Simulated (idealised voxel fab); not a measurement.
Proc. module: voxel gate over fins
Cross-sectional view cut (width: 245 nm; square cell size: 5 nm).
In what follows, cross-sections appear as grids of square cells, described through bands that run from the top down, where every band is one or more rows of cells. Band: top and bottom heights (nm) first, top before bottom; then materials from left to right, widths in nm. "throughout" marks a sole material filling the band edge to edge. "empty" denotes empty space. Basically, 0 is our baseline, since under it the wafer straight out of the box is all one material. The bottom band has no lower end and keeps on going down, so it looks like "top 0, no bottom". The width entry "30->40" should be interpreted row by row: the top row of cells in the band takes the first number, the bottom row takes the second number, and the change between adjacent rows is uniform throughout. For the purposes of this document, the phrase "nothing changed" attached to a step denotes that no cell within the cross-section was modified by that step. In "Voids, enclosed" the enclosed voids are listed, meaning empty spaces of 8 cells or larger without any opening to the top. The form is width x height at distance, distance from the left edge, units nm. Post-settings text on a step line: simulator's own remark regarding the step. When a step includes a mask, the "overlay nm" setting on its line states how far to the right of its planned place that mask lay, and negative values state how far to the left.

HERE'S WHAT THE PLANNED PROCESS STEPS LOOK LIKE
| 1 | op RECEIVE | material Si |
| 2 | op CONFORMAL_DEP | material SiN | thk nm 10 |
| 3 | op DIRECTIONAL_DEP | material aC | thk nm 10 |
| 4 | op PATTERN | tone cover | mask id FINS | material resist | width nm 15 | pitch nm 55 | thk nm 30 | overlay nm 0 |
| 5 | op DIRECTIONAL_ETCH | etch materials aC | depth nm 10 |
| 6 | op STRIP | etch materials resist |
| 7 | op DIRECTIONAL_ETCH | etch materials SiN | depth nm 10 |
| 8 | op DIRECTIONAL_ETCH | etch materials Si | depth nm 40 |
| 9 | op STRIP | etch materials aC |
| 10 | op OXIDIZE | depth nm 5 |
| 11 | op FILL_DEP | material SiO2 | thk nm 10 |
| 12 | op CMP | height nm 10 |
| 13 | op PATTERN | tone open | mask id RAIL | material resist | width nm 15 | thk nm 15 | overlay nm 0 |
| 14 | op DIRECTIONAL_ETCH | etch materials SiO2 | depth nm 45 |
| 15 | op STRIP | etch materials resist |
| 16 | op CONFORMAL_DEP | material TiN | thk nm 5 |
| 17 | op FILL_DEP | material Ru | thk nm 10 |
| 18 | op CMP | height nm 10 |
| 19 | op SELECTIVE_ETCH | etch materials W Ru TiN | depth nm 30 |
| 20 | op FILL_DEP | material SiO2 | thk nm 5 |
| 21 | op CMP | height nm 10 |
| 22 | op SELECTIVE_ETCH | etch materials SiO2 | depth nm 20 |
| 23 | op STRIP | etch materials SiN |
| 24 | op CONFORMAL_DEP | material HfO2 | thk nm 5 |
| 25 | op CONFORMAL_DEP | material TiN | thk nm 5 |
| 26 | op FILL_DEP | material W | thk nm 15 |
| 27 | op CMP | height nm 20 |
| 28 | op CONFORMAL_DEP | material SiN | thk nm 5 |

FIRST OF TWO WAFERS, PROCESSED ACCORDING TO PLAN

THE CROSS-SECTION HERE SHOWS THE WAFER AS RECEIVED, I.E. IN ITS STATE AFTER STEP 1
  top 0, no bottom: Si throughout
  Voids, enclosed: none

AFTER STEP 2: WAFER CROSS-SECTION
  top 10, bottom 0: SiN throughout
  Lower than 0, everything is as it was.

AFTER STEP 3: WAFER CROSS-SECTION
  top 20, bottom 10: aC throughout
  Lower than 10, everything is as it was.

AFTER STEP 4: WAFER CROSS-SECTION
  top 50, bottom 20: empty: 85, resist: 15, empty: 40, resist: 15, empty: 90
  Lower than 20, everything is as it was.

AFTER STEP 5: WAFER CROSS-SECTION
  top 40, bottom 20: empty: 85, resist: 15, empty: 40, resist: 15, empty: 90
  top 20, bottom 10: empty: 85, aC: 15, empty: 40, aC: 15, empty: 90
  Lower than 10, everything is as it was.

AFTER STEP 6: WAFER CROSS-SECTION
  top 20, bottom 10: empty: 85, aC: 15, empty: 40, aC: 15, empty: 90
  Lower than 10, everything is as it was.

AFTER STEP 7: WAFER CROSS-SECTION
  top 20, bottom 10: empty: 85, aC: 15, empty: 40, aC: 15, empty: 90
  top 10, bottom 0: empty: 85, SiN: 15, empty: 40, SiN: 15, empty: 90
  Lower than 0, everything is as it was.

AFTER STEP 8: WAFER CROSS-SECTION
  top 20, bottom 10: empty: 85, aC: 15, empty: 40, aC: 15, empty: 90
  top 10, bottom 0: empty: 85, SiN: 15, empty: 40, SiN: 15, empty: 90
  top 0, bottom -40: empty: 85, Si: 15, empty: 40, Si: 15, empty: 90
  Lower than -40, everything is as it was.

AFTER STEP 9: WAFER CROSS-SECTION
  top 10, bottom 0: empty: 85, SiN: 15, empty: 40, SiN: 15, empty: 90
  Lower than 0, everything is as it was.

AFTER STEP 10: WAFER CROSS-SECTION
  top 10, bottom 0: empty: 85, SiN: 15, empty: 40, SiN: 15, empty: 90
  top 0, bottom -40: empty: 85, SiO2: 5, Si: 5, SiO2: 5, empty: 40, SiO2: 5, Si: 5, SiO2: 5, empty: 90
  top -40, bottom -45: SiO2: 90, Si: 5, SiO2: 50, Si: 5, SiO2: 95
  Lower than -45, everything is as it was.

AFTER STEP 11: WAFER CROSS-SECTION
  top 20, bottom 10: SiO2 throughout
  top 10, bottom 0: SiO2: 85, SiN: 15, SiO2: 40, SiN: 15, SiO2: 90
  top 0, bottom -45: SiO2: 90, Si: 5, SiO2: 50, Si: 5, SiO2: 95
  Lower than -45, everything is as it was.

AFTER STEP 12: WAFER CROSS-SECTION
  top 10, bottom 0: SiO2: 85, SiN: 15, SiO2: 40, SiN: 15, SiO2: 90
  Lower than 0, everything is as it was.

AFTER STEP 13: WAFER CROSS-SECTION
  top 25, bottom 10: resist: 110, empty: 15, resist: 120
  Lower than 10, everything is as it was.

AFTER STEP 14: WAFER CROSS-SECTION
  top 25, bottom 10: resist: 110, empty: 15, resist: 120
  top 10, bottom 0: SiO2: 85, SiN: 15, SiO2: 10, empty: 15, SiO2: 15, SiN: 15, SiO2: 90
  top 0, bottom -35: SiO2: 90, Si: 5, SiO2: 15, empty: 15, SiO2: 20, Si: 5, SiO2: 95
  Lower than -35, everything is as it was.

AFTER STEP 15: WAFER CROSS-SECTION
  top 10, bottom 0: SiO2: 85, SiN: 15, SiO2: 10, empty: 15, SiO2: 15, SiN: 15, SiO2: 90
  Lower than 0, everything is as it was.

AFTER STEP 16: WAFER CROSS-SECTION
  top 15, bottom 10: TiN: 115, empty: 5, TiN: 125
  top 10, bottom 0: SiO2: 85, SiN: 15, SiO2: 10, TiN: 5, empty: 5, TiN: 5, SiO2: 15, SiN: 15, SiO2: 90
  top 0, bottom -30: SiO2: 90, Si: 5, SiO2: 15, TiN: 5, empty: 5, TiN: 5, SiO2: 20, Si: 5, SiO2: 95
  top -30, bottom -35: SiO2: 90, Si: 5, SiO2: 15, TiN: 15, SiO2: 20, Si: 5, SiO2: 95
  Lower than -35, everything is as it was.

AFTER STEP 17: WAFER CROSS-SECTION
  top 25, bottom 15: Ru throughout
  top 15, bottom 10: TiN: 115, Ru: 5, TiN: 125
  top 10, bottom 0: SiO2: 85, SiN: 15, SiO2: 10, TiN: 5, Ru: 5, TiN: 5, SiO2: 15, SiN: 15, SiO2: 90
  top 0, bottom -30: SiO2: 90, Si: 5, SiO2: 15, TiN: 5, Ru: 5, TiN: 5, SiO2: 20, Si: 5, SiO2: 95
  Lower than -30, everything is as it was.

AFTER STEP 18: WAFER CROSS-SECTION
  top 10, bottom 0: SiO2: 85, SiN: 15, SiO2: 10, TiN: 5, Ru: 5, TiN: 5, SiO2: 15, SiN: 15, SiO2: 90
  Lower than 0, everything is as it was.

AFTER STEP 19: WAFER CROSS-SECTION
  top 10, bottom 0: SiO2: 85, SiN: 15, SiO2: 10, empty: 15, SiO2: 15, SiN: 15, SiO2: 90
  top 0, bottom -20: SiO2: 90, Si: 5, SiO2: 15, empty: 15, SiO2: 20, Si: 5, SiO2: 95
  Lower than -20, everything is as it was.

AFTER STEP 20: WAFER CROSS-SECTION
  top 15, bottom 10: SiO2 throughout
  top 10, bottom 0: SiO2: 85, SiN: 15, SiO2: 40, SiN: 15, SiO2: 90
  top 0, bottom -20: SiO2: 90, Si: 5, SiO2: 50, Si: 5, SiO2: 95
  Lower than -20, everything is as it was.

AFTER STEP 21: WAFER CROSS-SECTION
  top 10, bottom 0: SiO2: 85, SiN: 15, SiO2: 40, SiN: 15, SiO2: 90
  Lower than 0, everything is as it was.

AFTER STEP 22: WAFER CROSS-SECTION
  top 10, bottom 0: empty: 85, SiN: 15, empty: 40, SiN: 15, empty: 90
  top 0, bottom -10: empty: 90, Si: 5, empty: 50, Si: 5, empty: 95
  Lower than -10, everything is as it was.

AFTER STEP 23: WAFER CROSS-SECTION
  top 0, bottom -10: empty: 90, Si: 5, empty: 50, Si: 5, empty: 95
  Lower than -10, everything is as it was.

AFTER STEP 24: WAFER CROSS-SECTION
  top 5, bottom 0: empty: 85, HfO2: 15, empty: 40, HfO2: 15, empty: 90
  top 0, bottom -5: empty: 85, HfO2: 5, Si: 5, HfO2: 5, empty: 40, HfO2: 5, Si: 5, HfO2: 5, empty: 90
  top -5, bottom -10: HfO2: 90, Si: 5, HfO2: 50, Si: 5, HfO2: 95
  Lower than -10, everything is as it was.

AFTER STEP 25: WAFER CROSS-SECTION
  top 10, bottom 5: empty: 80, TiN: 25, empty: 30, TiN: 25, empty: 85
  top 5, bottom 0: empty: 80, TiN: 5, HfO2: 15, TiN: 5, empty: 30, TiN: 5, HfO2: 15, TiN: 5, empty: 85
  top 0, bottom -5: TiN: 85, HfO2: 5, Si: 5, HfO2: 5, TiN: 40, HfO2: 5, Si: 5, HfO2: 5, TiN: 90
  Lower than -5, everything is as it was.

AFTER STEP 26: WAFER CROSS-SECTION
  top 25, bottom 10: W throughout
  top 10, bottom 5: W: 80, TiN: 25, W: 30, TiN: 25, W: 85
  top 5, bottom 0: W: 80, TiN: 5, HfO2: 15, TiN: 5, W: 30, TiN: 5, HfO2: 15, TiN: 5, W: 85
  Lower than 0, everything is as it was.

AFTER STEP 27: WAFER CROSS-SECTION
  top 20, bottom 10: W throughout
  Lower than 10, everything is as it was.

AFTER STEP 28: WAFER CROSS-SECTION
  top 25, bottom 20: SiN throughout
  Lower than 20, everything is as it was.

SECOND WAFER: LIKE START, LIKE PLAN, ONE MISTAKE. THROUGH STEP 12 IT MATCHES THE FIRST WAFER

CROSS-SECTIONAL REPRESENTATION OF THE SECOND WAFER AT THE TIME DESIGNATED IN THE PLAN FOR THE COMPLETION OF STEP 13
  top 25, bottom 10: empty: 110, resist: 15, empty: 120
  Lower than 10, everything is as it was.

CROSS-SECTIONAL REPRESENTATION OF THE SECOND WAFER AT THE TIME DESIGNATED IN THE PLAN FOR THE COMPLETION OF STEP 14
  top 25, bottom 10: empty: 110, resist: 15, empty: 120
  top 10, bottom 0: empty: 85, SiN: 15, empty: 10, SiO2: 15, empty: 15, SiN: 15, empty: 90
  top 0, bottom -35: empty: 85, SiO2: 5, Si: 5, SiO2: 5, empty: 10, SiO2: 15, empty: 15, SiO2: 5, Si: 5, SiO2: 5, empty: 90
  Lower than -35, everything is as it was.

CROSS-SECTIONAL REPRESENTATION OF THE SECOND WAFER AT THE TIME DESIGNATED IN THE PLAN FOR THE COMPLETION OF STEP 15
  top 10, bottom 0: empty: 85, SiN: 15, empty: 10, SiO2: 15, empty: 15, SiN: 15, empty: 90
  Lower than 0, everything is as it was.

CROSS-SECTIONAL REPRESENTATION OF THE SECOND WAFER AT THE TIME DESIGNATED IN THE PLAN FOR THE COMPLETION OF STEP 16
  top 15, bottom 10: empty: 80, TiN: 50, empty: 5, TiN: 25, empty: 85
  top 10, bottom 0: empty: 80, TiN: 5, SiN: 15, TiN: 10, SiO2: 15, TiN: 5, empty: 5, TiN: 5, SiN: 15, TiN: 5, empty: 85
  top 0, bottom -30: empty: 80, TiN: 5, SiO2: 5, Si: 5, SiO2: 5, TiN: 10, SiO2: 15, TiN: 5, empty: 5, TiN: 5, SiO2: 5, Si: 5, SiO2: 5, TiN: 5, empty: 85
  top -30, bottom -35: TiN: 85, SiO2: 5, Si: 5, SiO2: 5, TiN: 10, SiO2: 15, TiN: 15, SiO2: 5, Si: 5, SiO2: 5, TiN: 90
  Lower than -35, everything is as it was.

CROSS-SECTIONAL REPRESENTATION OF THE SECOND WAFER AT THE TIME DESIGNATED IN THE PLAN FOR THE COMPLETION OF STEP 17
  top 25, bottom 15: Ru throughout
  top 15, bottom 10: Ru: 80, TiN: 50, Ru: 5, TiN: 25, Ru: 85
  top 10, bottom 0: Ru: 80, TiN: 5, SiN: 15, TiN: 10, SiO2: 15, TiN: 5, Ru: 5, TiN: 5, SiN: 15, TiN: 5, Ru: 85
  top 0, bottom -30: Ru: 80, TiN: 5, SiO2: 5, Si: 5, SiO2: 5, TiN: 10, SiO2: 15, TiN: 5, Ru: 5, TiN: 5, SiO2: 5, Si: 5, SiO2: 5, TiN: 5, Ru: 85
  Lower than -30, everything is as it was.

CROSS-SECTIONAL REPRESENTATION OF THE SECOND WAFER AT THE TIME DESIGNATED IN THE PLAN FOR THE COMPLETION OF STEP 18
  top 10, bottom 0: Ru: 80, TiN: 5, SiN: 15, TiN: 10, SiO2: 15, TiN: 5, Ru: 5, TiN: 5, SiN: 15, TiN: 5, Ru: 85
  Lower than 0, everything is as it was.

CROSS-SECTIONAL REPRESENTATION OF THE SECOND WAFER AT THE TIME DESIGNATED IN THE PLAN FOR THE COMPLETION OF STEP 19
  top 10, bottom 0: empty: 85, SiN: 15, empty: 10, SiO2: 15, empty: 15, SiN: 15, empty: 90
  top 0, bottom -20: empty: 85, SiO2: 5, Si: 5, SiO2: 5, empty: 10, SiO2: 15, empty: 15, SiO2: 5, Si: 5, SiO2: 5, empty: 90
  Lower than -20, everything is as it was.

CROSS-SECTIONAL REPRESENTATION OF THE SECOND WAFER AT THE TIME DESIGNATED IN THE PLAN FOR THE COMPLETION OF STEP 20
  top 15, bottom 10: SiO2 throughout
  top 10, bottom 0: SiO2: 85, SiN: 15, SiO2: 40, SiN: 15, SiO2: 90
  top 0, bottom -20: SiO2: 90, Si: 5, SiO2: 50, Si: 5, SiO2: 95
  Lower than -20, everything is as it was.

CROSS-SECTIONAL REPRESENTATION OF THE SECOND WAFER AT THE TIME DESIGNATED IN THE PLAN FOR THE COMPLETION OF STEP 21
  top 10, bottom 0: SiO2: 85, SiN: 15, SiO2: 40, SiN: 15, SiO2: 90
  Lower than 0, everything is as it was.

CROSS-SECTIONAL REPRESENTATION OF THE SECOND WAFER AT THE TIME DESIGNATED IN THE PLAN FOR THE COMPLETION OF STEP 22
  top 10, bottom 0: empty: 85, SiN: 15, empty: 40, SiN: 15, empty: 90
  top 0, bottom -10: empty: 90, Si: 5, empty: 50, Si: 5, empty: 95
  Lower than -10, everything is as it was.

CROSS-SECTIONAL REPRESENTATION OF THE SECOND WAFER AT THE TIME DESIGNATED IN THE PLAN FOR THE COMPLETION OF STEP 23
  top 0, bottom -10: empty: 90, Si: 5, empty: 50, Si: 5, empty: 95
  Lower than -10, everything is as it was.

CROSS-SECTIONAL REPRESENTATION OF THE SECOND WAFER AT THE TIME DESIGNATED IN THE PLAN FOR THE COMPLETION OF STEP 24
  top 5, bottom 0: empty: 85, HfO2: 15, empty: 40, HfO2: 15, empty: 90
  top 0, bottom -5: empty: 85, HfO2: 5, Si: 5, HfO2: 5, empty: 40, HfO2: 5, Si: 5, HfO2: 5, empty: 90
  top -5, bottom -10: HfO2: 90, Si: 5, HfO2: 50, Si: 5, HfO2: 95
  Lower than -10, everything is as it was.

CROSS-SECTIONAL REPRESENTATION OF THE SECOND WAFER AT THE TIME DESIGNATED IN THE PLAN FOR THE COMPLETION OF STEP 25
  top 10, bottom 5: empty: 80, TiN: 25, empty: 30, TiN: 25, empty: 85
  top 5, bottom 0: empty: 80, TiN: 5, HfO2: 15, TiN: 5, empty: 30, TiN: 5, HfO2: 15, TiN: 5, empty: 85
  top 0, bottom -5: TiN: 85, HfO2: 5, Si: 5, HfO2: 5, TiN: 40, HfO2: 5, Si: 5, HfO2: 5, TiN: 90
  Lower than -5, everything is as it was.

CROSS-SECTIONAL REPRESENTATION OF THE SECOND WAFER AT THE TIME DESIGNATED IN THE PLAN FOR THE COMPLETION OF STEP 26
  top 25, bottom 10: W throughout
  top 10, bottom 5: W: 80, TiN: 25, W: 30, TiN: 25, W: 85
  top 5, bottom 0: W: 80, TiN: 5, HfO2: 15, TiN: 5, W: 30, TiN: 5, HfO2: 15, TiN: 5, W: 85
  Lower than 0, everything is as it was.

CROSS-SECTIONAL REPRESENTATION OF THE SECOND WAFER AT THE TIME DESIGNATED IN THE PLAN FOR THE COMPLETION OF STEP 27
  top 20, bottom 10: W throughout
  Lower than 10, everything is as it was.

CROSS-SECTIONAL REPRESENTATION OF THE SECOND WAFER AT THE TIME DESIGNATED IN THE PLAN FOR THE COMPLETION OF STEP 28
  top 25, bottom 20: SiN throughout
  Lower than 20, everything is as it was.
Processing error: step 13 was run on a setting that differed from the plan, and what really ran there is op PATTERN | tone cover | mask id RAIL | material resist | width nm 15 | thk nm 15 | overlay nm 0
Wafer comparison, final, in cells, second relative to first, materials more or fewer: Ru +66, SiO2 -111, TiN +45
